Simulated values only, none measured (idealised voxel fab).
Documented hereafter: the process module known as voxel local oxidation.
Cross-sectional view cut (width: 230 nm; square cell size: 5 nm).
For the purposes of this document, a cross-section shall be understood as a grid of square cells, specified as bands listed in top-to-bottom order, each band consisting of one or more rows of cells.
This entry defines a band. It first specifies the height of the band's top and the height of its bottom in nm, and then specifies the band's materials from left to right, stating each material with its width in nm. The word "everywhere" identifies a single material that fills the band from edge to edge, while the word "blank" identifies empty space.
Heights are reckoned from 0. Under this level, the received wafer is all of one material. The bottommost band is open-ended downward, for example "0 nm and below".
You'd read "30..40" like this: the band's top row of cells is as wide as the first number, its bottom row is as wide as the second, and going down, every row changes width by the same amount as the row before did.
Step note "changes: none" = no cross-section cell changed.
Entry "Cavities, sealed". Content: empty spaces with no open connection to the top, size 8 cells or greater. Each: width x height at distance. Distance: from left edge. Unit: nm.
The remark found on a step's line after its settings is issued by the simulator itself and pertains to that step.
For masked steps, "overlay nm" on the step line gives how far right of plan the mask actually lay; a minus sign means it lay to the left.

So here's the lineup of process steps we planned:
| 1 | op RECEIVE | material Si |
| 2 | op CONFORMAL_DEP | material SiO2 | thk nm 5 |
| 3 | op CONFORMAL_DEP | material SiN | thk nm 15 |
| 4 | op PATTERN | tone cover | mask id ACTIVE | material resist | width nm 90 | thk nm 15 | overlay nm 0 |
| 5 | op DIRECTIONAL_ETCH | etch materials SiN | depth nm 15 |
| 6 | op STRIP | etch materials resist |
| 7 | op SELECTIVE_ETCH | etch materials SiO2 | depth nm 5 |
| 8 | op OXIDIZE | depth nm 10 |
| 9 | op STRIP | etch materials SiN |

Cross-section of the wafer upon arrival, representing the state reached after step 1:
	0 nm and below = Si everywhere
	Cavities, sealed: none

End-of-module cross-section of the first of two wafers, processed as planned:
	5 nm to 0 nm = blank (75) / SiO2 (80) / blank (75)
	0 nm to -10 nm = SiO2 (85) / Si (60) / SiO2 (85)
	-10 nm and below = Si everywhere
	Cavities, sealed: none

Module end: cross-section of wafer two of two. Same start and process plan as the first wafer. One mistake during execution:
	5 nm to 0 nm = blank (85) / SiO2 (80) / blank (65)
	0 nm to -10 nm = SiO2 (95) / Si (60) / SiO2 (75)
	-10 nm and below = Si everywhere
	Cavities, sealed: none
What was the processing mistake? step 4 was not run as planned; what actually ran was op PATTERN | tone cover | mask id ACTIVE | material resist | width nm 90 | thk nm 15 | overlay nm 10
Both wafers, final: cells per material equal; arrangement not.
